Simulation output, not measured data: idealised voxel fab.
process module | voxel released beams
cross-section cut | 170 nm wide | cells 5 nm
A cross-section is a grid of square cells, given in bands from the top down. A band is one or more rows of cells.
Each band's line starts with the height of the band's top and of its bottom, in nm. Then come its materials from left to right, each with its width in nm. One material with "throughout" fills the band from edge to edge. "air" is empty space.
Height 0 is the level under which the wafer as received is all one material. The lowest band goes on downwards, as in "0 down".
A width such as "30 to 40" changes by the same amount from each row of cells to the next, from the band's top row to its bottom row.
"no change" after a step means that no cell of the cross-section changed.
closed voids: empty space of 8 cells or more with no open way to the top, each as width x height at its distance from the left edge, in nm
after a step's settings: what the simulator itself notes on the step
overlay nm, on a step with a mask: how far to the right of its planned place the mask lay; to the left if negative
plan
1 op RECEIVE | material Si
2 op CONFORMAL_DEP | material SiN | thk nm 10
3 op DIRECTIONAL_DEP | material SiO2 | thk nm 10
4 op MASKED_ETCH | tone open | mask id ANCHOR | width nm 45 | etch materials SiO2 | depth nm 10 | overlay nm 0
5 op CONFORMAL_DEP | material W | thk nm 15
6 op MASKED_ETCH | tone cover | mask id BEAM | width nm 105 | etch materials W | depth nm 15 | overlay nm 0
7 op STRIP | etch materials SiO2
as received, after step 1
  0 down: Si throughout
  closed voids: none
a wafer at the end: this start, this plan, one mistake
  35 to 20: air 30 | W 105 | air 35
  20 to 10: SiN throughout
  10 to 0: SiO2 throughout
  0 down: Si throughout
  closed voids: none
what went wrong: steps 2 and 3 were swapped
